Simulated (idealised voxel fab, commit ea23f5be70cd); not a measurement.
The process module presented herein is designated voxel gate over fins.
Cross-section cut: width 240 nm, square cells of 5 nm.
Notation: cross-section as square-cell grid; stated in bands, top first, going down; one or more cell rows per band.
Within each band entry, the heights of the top and of the bottom of the band appear first, in that order and in nm; the materials of the band then follow from left to right, each with its corresponding width in nm. The designation "everywhere" on a single material indicates that it fills the band from edge to edge; the designation "blank" indicates empty space.
Basically, 0 is our baseline, since under it the wafer straight out of the box is all one material. The bottom band has no lower end and keeps on going down, so it looks like "0 down".
It should be noted that a width expressed as "30 to 40" varies in equal increments from row to row of cells within the band, taking the value of the first number at the top row and that of the second number at the bottom row.
Reading "identical to before" for a step: not a cell of the cross-section changed in it.
In "Enclosed void inventory" the enclosed voids are listed, meaning empty spaces of 8 cells or larger without any opening to the top. The form is width x height at distance, distance from the left edge, units nm.
Whatever follows a step's settings on its line is a remark the simulator itself makes about that step.
The optional step-line setting "overlay nm" applies to steps with a mask and quantifies how far to the right of its planned location the mask lay, a negative value indicating leftward placement.
-- Steps planned for the process
1 RECEIVE: material Si
2 CONFORMAL_DEP: material SiN, thk nm 10
3 MASKED_ETCH: tone cover, mask id FINS, width nm 15, pitch nm 55, etch materials SiN, depth nm 10, overlay nm 0
4 MASKED_ETCH: tone cover, mask id FINS, width nm 15, pitch nm 55, etch materials Si, depth nm 30, overlay nm 0
5 FILL_DEP: material SiO2, thk nm 10
6 CMP: height nm 10
7 PATTERN: tone open, mask id RAIL, material resist, width nm 15, thk nm 20, overlay nm 0
8 DIRECTIONAL_ETCH: etch materials SiO2, depth nm 35
9 STRIP: etch materials resist
10 CONFORMAL_DEP: material TiN, thk nm 5
11 FILL_DEP: material Ru, thk nm 5
12 CMP: height nm 10
13 SELECTIVE_ETCH: etch materials W Ru TiN, depth nm 30
14 FILL_DEP: material SiO2, thk nm 5
15 CMP: height nm 10
16 SELECTIVE_ETCH: etch materials SiO2, depth nm 20
17 STRIP: etch materials SiN
18 CONFORMAL_DEP: material HfO2, thk nm 5
19 CONFORMAL_DEP: material TiN, thk nm 5
20 FILL_DEP: material W, thk nm 10
21 CMP: height nm 15
22 CONFORMAL_DEP: material SiCN, thk nm 10
-- Run as planned: first of two wafers
-- So this is the incoming wafer in cross-section - it's already been through step 1
* 0 down: Si everywhere
* Enclosed void inventory: none
-- The wafer in cross-section once step 2 is complete
* 10 to 0: SiN everywhere
* below 0: unchanged
-- The wafer in cross-section once step 3 is complete
* 10 to 0: blank=55 / SiN=15 / blank=40 / SiN=15 / blank=40 / SiN=15 / blank=60
* below 0: unchanged
-- The wafer in cross-section once step 4 is complete
* 10 to 0: blank=55 / SiN=15 / blank=40 / SiN=15 / blank=40 / SiN=15 / blank=60
* 0 to -30: blank=55 / Si=15 / blank=40 / Si=15 / blank=40 / Si=15 / blank=60
* below -30: unchanged
-- The wafer in cross-section once step 5 is complete
* 20 to 10: SiO2 everywhere
* 10 to 0: SiO2=55 / SiN=15 / SiO2=40 / SiN=15 / SiO2=40 / SiN=15 / SiO2=60
* 0 to -30: SiO2=55 / Si=15 / SiO2=40 / Si=15 / SiO2=40 / Si=15 / SiO2=60
* below -30: unchanged
-- The wafer in cross-section once step 6 is complete
* 10 to 0: SiO2=55 / SiN=15 / SiO2=40 / SiN=15 / SiO2=40 / SiN=15 / SiO2=60
* below 0: unchanged
-- The wafer in cross-section once step 7 is complete
* 30 to 10: resist=80 / blank=15 / resist=145
* below 10: unchanged
-- The wafer in cross-section once step 8 is complete
* 30 to 10: resist=80 / blank=15 / resist=145
* 10 to 0: SiO2=55 / SiN=15 / SiO2=10 / blank=15 / SiO2=15 / SiN=15 / SiO2=40 / SiN=15 / SiO2=60
* 0 to -25: SiO2=55 / Si=15 / SiO2=10 / blank=15 / SiO2=15 / Si=15 / SiO2=40 / Si=15 / SiO2=60
* below -25: unchanged
-- The wafer in cross-section once step 9 is complete
* 10 to 0: SiO2=55 / SiN=15 / SiO2=10 / blank=15 / SiO2=15 / SiN=15 / SiO2=40 / SiN=15 / SiO2=60
* below 0: unchanged
-- The wafer in cross-section once step 10 is complete
* 15 to 10: TiN=85 / blank=5 / TiN=150
* 10 to 0: SiO2=55 / SiN=15 / SiO2=10 / TiN=5 / blank=5 / TiN=5 / SiO2=15 / SiN=15 / SiO2=40 / SiN=15 / SiO2=60
* 0 to -20: SiO2=55 / Si=15 / SiO2=10 / TiN=5 / blank=5 / TiN=5 / SiO2=15 / Si=15 / SiO2=40 / Si=15 / SiO2=60
* -20 to -25: SiO2=55 / Si=15 / SiO2=10 / TiN=15 / SiO2=15 / Si=15 / SiO2=40 / Si=15 / SiO2=60
* below -25: unchanged
-- The wafer in cross-section once step 11 is complete
* 20 to 15: Ru everywhere
* 15 to 10: TiN=85 / Ru=5 / TiN=150
* 10 to 0: SiO2=55 / SiN=15 / SiO2=10 / TiN=5 / Ru=5 / TiN=5 / SiO2=15 / SiN=15 / SiO2=40 / SiN=15 / SiO2=60
* 0 to -20: SiO2=55 / Si=15 / SiO2=10 / TiN=5 / Ru=5 / TiN=5 / SiO2=15 / Si=15 / SiO2=40 / Si=15 / SiO2=60
* below -20: unchanged
-- The wafer in cross-section once step 12 is complete
* 10 to 0: SiO2=55 / SiN=15 / SiO2=10 / TiN=5 / Ru=5 / TiN=5 / SiO2=15 / SiN=15 / SiO2=40 / SiN=15 / SiO2=60
* below 0: unchanged
-- The wafer in cross-section once step 13 is complete
* 10 to 0: SiO2=55 / SiN=15 / SiO2=10 / blank=15 / SiO2=15 / SiN=15 / SiO2=40 / SiN=15 / SiO2=60
* 0 to -20: SiO2=55 / Si=15 / SiO2=10 / blank=15 / SiO2=15 / Si=15 / SiO2=40 / Si=15 / SiO2=60
* below -20: unchanged
-- The wafer in cross-section once step 14 is complete
* 15 to 10: SiO2 everywhere
* 10 to 0: SiO2=55 / SiN=15 / SiO2=40 / SiN=15 / SiO2=40 / SiN=15 / SiO2=60
* 0 to -20: SiO2=55 / Si=15 / SiO2=40 / Si=15 / SiO2=40 / Si=15 / SiO2=60
* below -20: unchanged
-- The wafer in cross-section once step 15 is complete
* 10 to 0: SiO2=55 / SiN=15 / SiO2=40 / SiN=15 / SiO2=40 / SiN=15 / SiO2=60
* below 0: unchanged
-- The wafer in cross-section once step 16 is complete
* 10 to 0: blank=55 / SiN=15 / blank=40 / SiN=15 / blank=40 / SiN=15 / blank=60
* 0 to -10: blank=55 / Si=15 / blank=40 / Si=15 / blank=40 / Si=15 / blank=60
* below -10: unchanged
-- The wafer in cross-section once step 17 is complete
* 0 to -10: blank=55 / Si=15 / blank=40 / Si=15 / blank=40 / Si=15 / blank=60
* below -10: unchanged
-- The wafer in cross-section once step 18 is complete
* 5 to 0: blank=50 / HfO2=25 / blank=30 / HfO2=25 / blank=30 / HfO2=25 / blank=55
* 0 to -5: blank=50 / HfO2=5 / Si=15 / HfO2=5 / blank=30 / HfO2=5 / Si=15 / HfO2=5 / blank=30 / HfO2=5 / Si=15 / HfO2=5 / blank=55
* -5 to -10: HfO2=55 / Si=15 / HfO2=40 / Si=15 / HfO2=40 / Si=15 / HfO2=60
* below -10: unchanged
-- The wafer in cross-section once step 19 is complete
* 10 to 5: blank=45 / TiN=35 / blank=20 / TiN=35 / blank=20 / TiN=35 / blank=50
* 5 to 0: blank=45 / TiN=5 / HfO2=25 / TiN=5 / blank=20 / TiN=5 / HfO2=25 / TiN=5 / blank=20 / TiN=5 / HfO2=25 / TiN=5 / blank=50
* 0 to -5: TiN=50 / HfO2=5 / Si=15 / HfO2=5 / TiN=30 / HfO2=5 / Si=15 / HfO2=5 / TiN=30 / HfO2=5 / Si=15 / HfO2=5 / TiN=55
* below -5: unchanged
-- The wafer in cross-section once step 20 is complete
* 20 to 10: W everywhere
* 10 to 5: W=45 / TiN=35 / W=20 / TiN=35 / W=20 / TiN=35 / W=50
* 5 to 0: W=45 / TiN=5 / HfO2=25 / TiN=5 / W=20 / TiN=5 / HfO2=25 / TiN=5 / W=20 / TiN=5 / HfO2=25 / TiN=5 / W=50
* below 0: unchanged
-- The wafer in cross-section once step 21 is complete
* 15 to 10: W everywhere
* below 10: unchanged
-- The wafer in cross-section once step 22 is complete
* 25 to 15: SiCN everywhere
* below 15: unchanged
-- Second wafer, same starting state and plan as the first, one mistake in the run, identical through step 17
Cross-section of the second wafer corresponding to the planned conclusion of step 18: identical to before
-- Cross-section of the second wafer corresponding to the planned conclusion of step 19
* 5 to 0: blank=50 / TiN=25 / blank=30 / TiN=25 / blank=30 / TiN=25 / blank=55
* 0 to -5: blank=50 / TiN=5 / Si=15 / TiN=5 / blank=30 / TiN=5 / Si=15 / TiN=5 / blank=30 / TiN=5 / Si=15 / TiN=5 / blank=55
* -5 to -10: TiN=55 / Si=15 / TiN=40 / Si=15 / TiN=40 / Si=15 / TiN=60
* below -10: unchanged
-- Cross-section of the second wafer corresponding to the planned conclusion of step 20
* 15 to 5: W everywhere
* 5 to 0: W=50 / TiN=25 / W=30 / TiN=25 / W=30 / TiN=25 / W=55
* 0 to -5: W=50 / TiN=5 / Si=15 / TiN=5 / W=30 / TiN=5 / Si=15 / TiN=5 / W=30 / TiN=5 / Si=15 / TiN=5 / W=55
* below -5: unchanged
Cross-section of the second wafer corresponding to the planned conclusion of step 21: identical to before
-- Cross-section of the second wafer corresponding to the planned conclusion of step 22
* 25 to 15: SiCN everywhere
* below 15: unchanged
Nonconformance to the process plan: step 18 of the plan was bypassed and not carried out
End of process, cell counts, second wafer against first, materials with more or fewer: 60 fewer of HfO2, 60 more of W
